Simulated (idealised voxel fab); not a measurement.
process module | voxel tone inversion
cross-section cut | 265 nm wide | cells 5 nm
A cross-section is a grid of square cells, given in bands from the top down. A band is one or more rows of cells.
Each band's line starts with the height of the band's top and of its bottom, in nm. Then come its materials from left to right, each with its width in nm. One material with "throughout" fills the band from edge to edge. "air" is empty space.
Height 0 is the level under which the wafer as received is all one material. The lowest band goes on downwards, as in "0 down".
A width such as "30 to 40" changes by the same amount from each row of cells to the next, from the band's top row to its bottom row.
"no change" after a step means that no cell of the cross-section changed.
closed voids: empty space of 8 cells or more with no open way to the top, each as width x height at its distance from the left edge, in nm
after a step's settings: what the simulator itself notes on the step
overlay nm, on a step with a mask: how far to the right of its planned place the mask lay; to the left if negative
plan
1 op RECEIVE | material Si
2 op CONFORMAL_DEP | material SiCN | thk nm 10
3 op DIRECTIONAL_DEP | material polySi | thk nm 25
4 op PATTERN | tone cover | mask id POSTS | material resist | width nm 15 | pitch nm 40 | thk nm 35 | overlay nm 0
5 op DIRECTIONAL_ETCH | etch materials polySi | depth nm 25
6 op STRIP | etch materials resist
7 op FILL_DEP | material SiO2 | thk nm 10
8 op CMP | height nm 35
9 op STRIP | etch materials polySi
varied across the wafers: width nm of step 4. The plan shows the first wafer's value. All wafers start alike
first wafer as received, after step 1
  0 down: Si throughout
  closed voids: none
each wafer at the end: cells of each material gained (+) or lost (-) since it was received, then its closed voids
width nm 15 | +106 SiCN | +220 SiO2 | closed voids: none
width nm 20 | +106 SiCN | +205 SiO2 | closed voids: none
width nm 25 | +106 SiCN | +190 SiO2 | closed voids: none
